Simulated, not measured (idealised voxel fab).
process module | voxel self aligned vias
cross-section cut | 295 nm wide | cells 5 nm
A cross-section is a grid of square cells, given in bands from the top down. A band is one or more rows of cells.
Each band's line starts with the height of the band's top and of its bottom, in nm. Then come its materials from left to right, each with its width in nm. One material with "throughout" fills the band from edge to edge. "air" is empty space.
Height 0 is the level under which the wafer as received is all one material. The lowest band goes on downwards, as in "0 down".
A width such as "30 to 40" changes by the same amount from each row of cells to the next, from the band's top row to its bottom row.
"no change" after a step means that no cell of the cross-section changed.
closed voids: empty space of 8 cells or more with no open way to the top, each as width x height at its distance from the left edge, in nm
after a step's settings: what the simulator itself notes on the step
overlay nm, on a step with a mask: how far to the right of its planned place the mask lay; to the left if negative
plan
1 op RECEIVE | material Si
2 op CONFORMAL_DEP | material SiO2 | thk nm 10
3 op CONFORMAL_DEP | material SiCN | thk nm 5
4 op DIRECTIONAL_DEP | material SiO2 | thk nm 25
5 op MASKED_ETCH | tone open | mask id LINES | width nm 20 | pitch nm 55 | etch materials SiO2 | depth nm 25 | overlay nm 0
6 op CONFORMAL_DEP | material TiN | thk nm 5
7 op FILL_DEP | material W | thk nm 10
8 op CMP | height nm 40
9 op SELECTIVE_ETCH | etch materials W Ru TiN | depth nm 10
10 op FILL_DEP | material SiN | thk nm 10
11 op CMP | height nm 40
12 op DIRECTIONAL_DEP | material SiO2 | thk nm 20
13 op MASKED_ETCH | tone open | mask id VIAS | width nm 40 | pitch nm 55 | etch materials SiO2 | depth nm 20 | overlay nm 0
14 op MASKED_ETCH | tone open | mask id VIAS | width nm 40 | pitch nm 55 | etch materials SiN | depth nm 10 | overlay nm 0
15 op CONFORMAL_DEP | material TiN | thk nm 5
16 op FILL_DEP | material Cu | thk nm 10
17 op CMP | height nm 60
18 op CONFORMAL_DEP | material SiCN | thk nm 5
first wafer, as planned
as received, after step 1
  0 down: Si throughout
  closed voids: none
after step 2
  10 to 0: SiO2 throughout
  below 0: unchanged
after step 3
  15 to 10: SiCN throughout
  below 10: unchanged
after step 4
  40 to 15: SiO2 throughout
  below 15: unchanged
after step 5
  40 to 15: SiO2 80 | air 20 | SiO2 35 | air 20 | SiO2 35 | air 20 | SiO2 85
  below 15: unchanged
after step 6
  45 to 40: TiN 85 | air 10 | TiN 45 | air 10 | TiN 45 | air 10 | TiN 90
  40 to 20: SiO2 80 | TiN 5 | air 10 | TiN 5 | SiO2 35 | TiN 5 | air 10 | TiN 5 | SiO2 35 | TiN 5 | air 10 | TiN 5 | SiO2 85
  20 to 15: SiO2 80 | TiN 20 | SiO2 35 | TiN 20 | SiO2 35 | TiN 20 | SiO2 85
  below 15: unchanged
after step 7
  55 to 45: W throughout
  45 to 40: TiN 85 | W 10 | TiN 45 | W 10 | TiN 45 | W 10 | TiN 90
  40 to 20: SiO2 80 | TiN 5 | W 10 | TiN 5 | SiO2 35 | TiN 5 | W 10 | TiN 5 | SiO2 35 | TiN 5 | W 10 | TiN 5 | SiO2 85
  below 20: unchanged
after step 8
  40 to 20: SiO2 80 | TiN 5 | W 10 | TiN 5 | SiO2 35 | TiN 5 | W 10 | TiN 5 | SiO2 35 | TiN 5 | W 10 | TiN 5 | SiO2 85
  below 20: unchanged
after step 9
  40 to 30: SiO2 80 | air 20 | SiO2 35 | air 20 | SiO2 35 | air 20 | SiO2 85
  below 30: unchanged
after step 10
  50 to 40: SiN throughout
  40 to 30: SiO2 80 | SiN 20 | SiO2 35 | SiN 20 | SiO2 35 | SiN 20 | SiO2 85
  below 30: unchanged
after step 11
  40 to 30: SiO2 80 | SiN 20 | SiO2 35 | SiN 20 | SiO2 35 | SiN 20 | SiO2 85
  below 30: unchanged
after step 12
  60 to 40: SiO2 throughout
  below 40: unchanged
after step 13
  60 to 40: SiO2 70 | air 40 | SiO2 15 | air 40 | SiO2 15 | air 40 | SiO2 75
  below 40: unchanged
after step 14
  60 to 40: SiO2 70 | air 40 | SiO2 15 | air 40 | SiO2 15 | air 40 | SiO2 75
  40 to 30: SiO2 80 | air 20 | SiO2 35 | air 20 | SiO2 35 | air 20 | SiO2 85
  below 30: unchanged
after step 15
  65 to 60: TiN 75 | air 30 | TiN 25 | air 30 | TiN 25 | air 30 | TiN 80
  60 to 45: SiO2 70 | TiN 5 | air 30 | TiN 5 | SiO2 15 | TiN 5 | air 30 | TiN 5 | SiO2 15 | TiN 5 | air 30 | TiN 5 | SiO2 75
  45 to 35: SiO2 70 to 80 | TiN 15 to 5 | air 10 | TiN 15 to 5 | SiO2 15 to 35 | TiN 15 to 5 | air 10 | TiN 15 to 5 | SiO2 15 to 35 | TiN 15 to 5 | air 10 | TiN 15 to 5 | SiO2 75 to 85
  35 to 30: SiO2 80 | TiN 20 | SiO2 35 | TiN 20 | SiO2 35 | TiN 20 | SiO2 85
  below 30: unchanged
after step 16
  75 to 65: Cu throughout
  65 to 60: TiN 75 | Cu 30 | TiN 25 | Cu 30 | TiN 25 | Cu 30 | TiN 80
  60 to 45: SiO2 70 | TiN 5 | Cu 30 | TiN 5 | SiO2 15 | TiN 5 | Cu 30 | TiN 5 | SiO2 15 | TiN 5 | Cu 30 | TiN 5 | SiO2 75
  45 to 35: SiO2 70 to 80 | TiN 15 to 5 | Cu 10 | TiN 15 to 5 | SiO2 15 to 35 | TiN 15 to 5 | Cu 10 | TiN 15 to 5 | SiO2 15 to 35 | TiN 15 to 5 | Cu 10 | TiN 15 to 5 | SiO2 75 to 85
  below 35: unchanged
after step 17
  60 to 45: SiO2 70 | TiN 5 | Cu 30 | TiN 5 | SiO2 15 | TiN 5 | Cu 30 | TiN 5 | SiO2 15 | TiN 5 | Cu 30 | TiN 5 | SiO2 75
  below 45: unchanged
after step 18
  65 to 60: SiCN throughout
  below 60: unchanged
second wafer: like start, like plan, one mistake. Through step 12 it matches the first wafer
when step 13 should have ended
  60 to 40: SiO2 60 | air 40 | SiO2 15 | air 40 | SiO2 15 | air 40 | SiO2 85
  below 40: unchanged
when step 14 should have ended
  60 to 40: SiO2 60 | air 40 | SiO2 15 | air 40 | SiO2 15 | air 40 | SiO2 85
  40 to 30: SiO2 80 | air 20 | SiO2 35 | air 20 | SiO2 35 | air 20 | SiO2 85
  below 30: unchanged
when step 15 should have ended
  65 to 60: TiN 65 | air 30 | TiN 25 | air 30 | TiN 25 | air 30 | TiN 90
  60 to 45: SiO2 60 | TiN 5 | air 30 | TiN 5 | SiO2 15 | TiN 5 | air 30 | TiN 5 | SiO2 15 | TiN 5 | air 30 | TiN 5 | SiO2 85
  45 to 35: SiO2 60 to 80 | TiN 25 to 5 | air 10 | TiN 5 | SiO2 15 to 35 | TiN 25 to 5 | air 10 | TiN 5 | SiO2 15 to 35 | TiN 25 to 5 | air 10 | TiN 5 | SiO2 85
  35 to 30: SiO2 80 | TiN 20 | SiO2 35 | TiN 20 | SiO2 35 | TiN 20 | SiO2 85
  below 30: unchanged
when step 16 should have ended
  75 to 65: Cu throughout
  65 to 60: TiN 65 | Cu 30 | TiN 25 | Cu 30 | TiN 25 | Cu 30 | TiN 90
  60 to 45: SiO2 60 | TiN 5 | Cu 30 | TiN 5 | SiO2 15 | TiN 5 | Cu 30 | TiN 5 | SiO2 15 | TiN 5 | Cu 30 | TiN 5 | SiO2 85
  45 to 35: SiO2 60 to 80 | TiN 25 to 5 | Cu 10 | TiN 5 | SiO2 15 to 35 | TiN 25 to 5 | Cu 10 | TiN 5 | SiO2 15 to 35 | TiN 25 to 5 | Cu 10 | TiN 5 | SiO2 85
  below 35: unchanged
when step 17 should have ended
  60 to 45: SiO2 60 | TiN 5 | Cu 30 | TiN 5 | SiO2 15 | TiN 5 | Cu 30 | TiN 5 | SiO2 15 | TiN 5 | Cu 30 | TiN 5 | SiO2 85
  below 45: unchanged
when step 18 should have ended
  65 to 60: SiCN throughout
  below 60: unchanged
what went wrong: step 13 ran as: op MASKED_ETCH | tone open | mask id VIAS | width nm 40 | pitch nm 55 | etch materials SiO2 | depth nm 20 | overlay nm -10
at the end the second wafer has, in cells: as many of each material as the first, in other places
